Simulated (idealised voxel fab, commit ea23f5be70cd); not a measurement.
process module | voxel wiring stack
cross-section cut | 230 nm wide | cells 5 nm
A cross-section is a grid of square cells, given in bands from the top down. A band is one or more rows of cells.
Each band's line starts with the height of the band's top and of its bottom, in nm. Then come its materials from left to right, each with its width in nm. One material with "throughout" fills the band from edge to edge. "air" is empty space.
Height 0 is the level under which the wafer as received is all one material. The lowest band goes on downwards, as in "0 down".
A width such as "30 to 40" changes by the same amount from each row of cells to the next, from the band's top row to its bottom row.
"no change" after a step means that no cell of the cross-section changed.
closed voids: empty space of 8 cells or more with no open way to the top, each as width x height at its distance from the left edge, in nm
after a step's settings: what the simulator itself notes on the step
overlay nm, on a step with a mask: how far to the right of its planned place the mask lay; to the left if negative
plan
1 op RECEIVE | material Si
2 op CONFORMAL_DEP | material SiO2 | thk nm 10
3 op DIRECTIONAL_DEP | material TiN | thk nm 5
4 op DIRECTIONAL_DEP | material Ru | thk nm 25
5 op MASKED_ETCH | tone cover | mask id METAL_1 | width nm 25 | pitch nm 40 | etch materials Ru | depth nm 25 | overlay nm 0
6 op MASKED_ETCH | tone cover | mask id METAL_1 | width nm 25 | pitch nm 40 | etch materials TiN | depth nm 5 | overlay nm 0
7 op CONFORMAL_DEP | material SiN | thk nm 5
8 op FILL_DEP | material lowk | thk nm 10
9 op CMP | height nm 40
10 op CONFORMAL_DEP | material SiCN | thk nm 5
11 op DIRECTIONAL_DEP | material SiO2 | thk nm 15
12 op DIRECTIONAL_DEP | material aC | thk nm 15
13 op PATTERN | tone open | mask id PLUG_1 | material resist | width nm 15 | pitch nm 80 | thk nm 35 | overlay nm 0
14 op DIRECTIONAL_ETCH | etch materials aC | depth nm 15
15 op STRIP | etch materials resist
16 op DIRECTIONAL_ETCH | etch materials SiO2 | depth nm 15
17 op DIRECTIONAL_ETCH | etch materials SiCN | depth nm 5
18 op STRIP | etch materials aC
19 op CONFORMAL_DEP | material TiN | thk nm 5
20 op FILL_DEP | material Ru | thk nm 5
21 op CMP | height nm 60
22 op DIRECTIONAL_DEP | material TiN | thk nm 5
23 op DIRECTIONAL_DEP | material Ru | thk nm 20
24 op MASKED_ETCH | tone cover | mask id METAL_2 | width nm 25 | pitch nm 40 | etch materials Ru | depth nm 20 | overlay nm 0
25 op MASKED_ETCH | tone cover | mask id METAL_2 | width nm 25 | pitch nm 40 | etch materials TiN | depth nm 5 | overlay nm -15
26 op CONFORMAL_DEP | material SiN | thk nm 5
27 op FILL_DEP | material lowk | thk nm 10
28 op CMP | height nm 85
29 op CONFORMAL_DEP | material SiCN | thk nm 5
varied across the wafers: overlay nm of step 25. The plan shows the first wafer's value. All wafers start alike
first wafer as received, after step 1
  0 down: Si throughout
  closed voids: none
first wafer at the end, after step 29
  90 to 85: SiCN throughout
  85 to 70: lowk 35 | SiN 5 | Ru 25 | SiN 5 | lowk 5 | SiN 5 | Ru 25 | SiN 5 | lowk 5 | SiN 5 | Ru 25 | SiN 5 | lowk 5 | SiN 5 | Ru 25 | SiN 5 | lowk 40
  70 to 65: lowk 20 | SiN 20 | Ru 25 | SiN 15 | Ru 25 | SiN 15 | Ru 25 | SiN 15 | Ru 25 | SiN 5 | lowk 40
  65 to 60: SiN 25 | TiN 160 | SiN 45
  60 to 45: SiO2 40 | TiN 5 | Ru 5 | TiN 5 | SiO2 65 | TiN 5 | Ru 5 | TiN 5 | SiO2 95
  45 to 40: SiCN 40 | TiN 15 | SiCN 65 | TiN 15 | SiCN 95
  40 to 15: lowk 35 | SiN 5 | Ru 25 | SiN 5 | lowk 5 | SiN 5 | Ru 25 | SiN 5 | lowk 5 | SiN 5 | Ru 25 | SiN 5 | lowk 5 | SiN 5 | Ru 25 | SiN 5 | lowk 40
  15 to 10: SiN 40 | TiN 25 | SiN 15 | TiN 25 | SiN 15 | TiN 25 | SiN 15 | TiN 25 | SiN 45
  10 to 0: SiO2 throughout
  0 down: Si throughout
  closed voids: none
last wafer at the end
  90 to 85: SiCN throughout
  85 to 70: lowk 35 | SiN 5 | Ru 25 | SiN 5 | lowk 5 | SiN 5 | Ru 25 | SiN 5 | lowk 5 | SiN 5 | Ru 25 | SiN 5 | lowk 5 | SiN 5 | Ru 25 | SiN 5 | lowk 40
  70 to 65: lowk 35 | SiN 5 | Ru 25 | SiN 15 | Ru 25 | SiN 15 | Ru 25 | SiN 15 | Ru 25 | SiN 20 | lowk 25
  65 to 60: SiN 40 | TiN 160 | SiN 30
  60 to 45: SiO2 40 | TiN 5 | Ru 5 | TiN 5 | SiO2 65 | TiN 5 | Ru 5 | TiN 5 | SiO2 95
  45 to 40: SiCN 40 | TiN 15 | SiCN 65 | TiN 15 | SiCN 95
  40 to 15: lowk 35 | SiN 5 | Ru 25 | SiN 5 | lowk 5 | SiN 5 | Ru 25 | SiN 5 | lowk 5 | SiN 5 | Ru 25 | SiN 5 | lowk 5 | SiN 5 | Ru 25 | SiN 5 | lowk 40
  15 to 10: SiN 40 | TiN 25 | SiN 15 | TiN 25 | SiN 15 | TiN 25 | SiN 15 | TiN 25 | SiN 45
  10 to 0: SiO2 throughout
  0 down: Si throughout
  closed voids: none
each wafer at the end: cells of each material gained (+) or lost (-) since it was received, then its closed voids
overlay nm -15 | +186 Ru | +86 SiCN | +118 SiN | +212 SiO2 | +70 TiN | +156 lowk | closed voids: none
overlay nm -10 | +186 Ru | +86 SiCN | +121 SiN | +212 SiO2 | +66 TiN | +157 lowk | closed voids: none
overlay nm -5 | +186 Ru | +86 SiCN | +124 SiN | +212 SiO2 | +62 TiN | +158 lowk | closed voids: none
overlay nm 0 | +186 Ru | +86 SiCN | +124 SiN | +212 SiO2 | +58 TiN | +162 lowk | closed voids: none
overlay nm 5 | +186 Ru | +86 SiCN | +124 SiN | +212 SiO2 | +62 TiN | +158 lowk | closed voids: none
overlay nm 10 | +186 Ru | +86 SiCN | +121 SiN | +212 SiO2 | +66 TiN | +157 lowk | closed voids: none
overlay nm 15 | +186 Ru | +86 SiCN | +118 SiN | +212 SiO2 | +70 TiN | +156 lowk | closed voids: none
